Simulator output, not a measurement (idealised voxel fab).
The following is a process module called voxel fin reveal.
The cross-section on display is named cut; it measures 175 nm wide, and its cells are 5 nm squares.
Cross-section layout: square cells on a grid; listed as bands, top to bottom; a band spans one or more cell rows.
First you get the band's top height and its bottom height, in nm, and then the materials it's made of, left to right, with each width in nm. If you see a single material with "everywhere", that one covers the band edge to edge. "blank" is empty space.
Convention: height 0 is the level below which the wafer, as received, is all one material. The lowest band does not terminate at the bottom but continues downward, represented as "z 0 and below".
So if you see something like "30->40" for the width, read it as the top row of the band sitting at the first number and the bottom row at the second, with every row in between moving by the same amount as the last.
Given "left unchanged" for a step, no cell of the cross-section differs between before and after that step.
Closed empty spaces (no open way to the top) of 8 cells or more are what "Fully sealed cavities" lists, each as width x height at distance from the left edge, nm for all three.
It should be noted that, on the line of a given step, the content following the step's settings is a remark produced by the simulator itself with respect to that step.
overlay nm: mask offset rightward from planned place, masked step; negative means leftward offset.
[Steps in the process plan]
1 RECEIVE, material Si
2 CONFORMAL_DEP, material SiN, thk nm 5
3 MASKED_ETCH, tone cover, mask id FINS, width nm 15, pitch nm 40, etch materials SiN, depth nm 5, overlay nm 0
4 MASKED_ETCH, tone cover, mask id FINS, width nm 15, pitch nm 40, etch materials Si, depth nm 35, overlay nm 0
5 FILL_DEP, material SiO2, thk nm 10
6 CMP, height nm 5
7 SELECTIVE_ETCH, etch materials SiO2, depth nm 20
8 STRIP, etch materials SiN
[Shown in cross-section is the wafer as received, that is, as it stands after step 1]
> z 0 and below = Si everywhere
> Fully sealed cavities: none
[Module complete - cross-section of the first of two wafers, run according to plan]
> z 0 to -15 = 40 of blank; 15 of Si; 25 of blank; 15 of Si; 25 of blank; 15 of Si; 40 of blank
> z -15 to -35 = 40 of SiO2; 15 of Si; 25 of SiO2; 15 of Si; 25 of SiO2; 15 of Si; 40 of SiO2
> z -35 and below = Si everywhere
> Fully sealed cavities: none
[The second wafer, shown in cross-section after the module: started the same way as the first and given the same plan, yet one mistake crept into how it was run]
> z 5 to 0 = 40 of blank; 15 of SiN; 25 of blank; 15 of SiN; 25 of blank; 15 of SiN; 40 of blank
> z 0 to -35 = 40 of blank; 15 of Si; 25 of blank; 15 of Si; 25 of blank; 15 of Si; 40 of blank
> z -35 and below = Si everywhere
> Fully sealed cavities: none
Which mistake was made when the wafer was run? planned and actual differ for step 8; actual: STRIP, etch materials SiO2
End check, counted in cells, second wafer has more or fewer of these materials than the first: SiN +9 | SiO2 -104
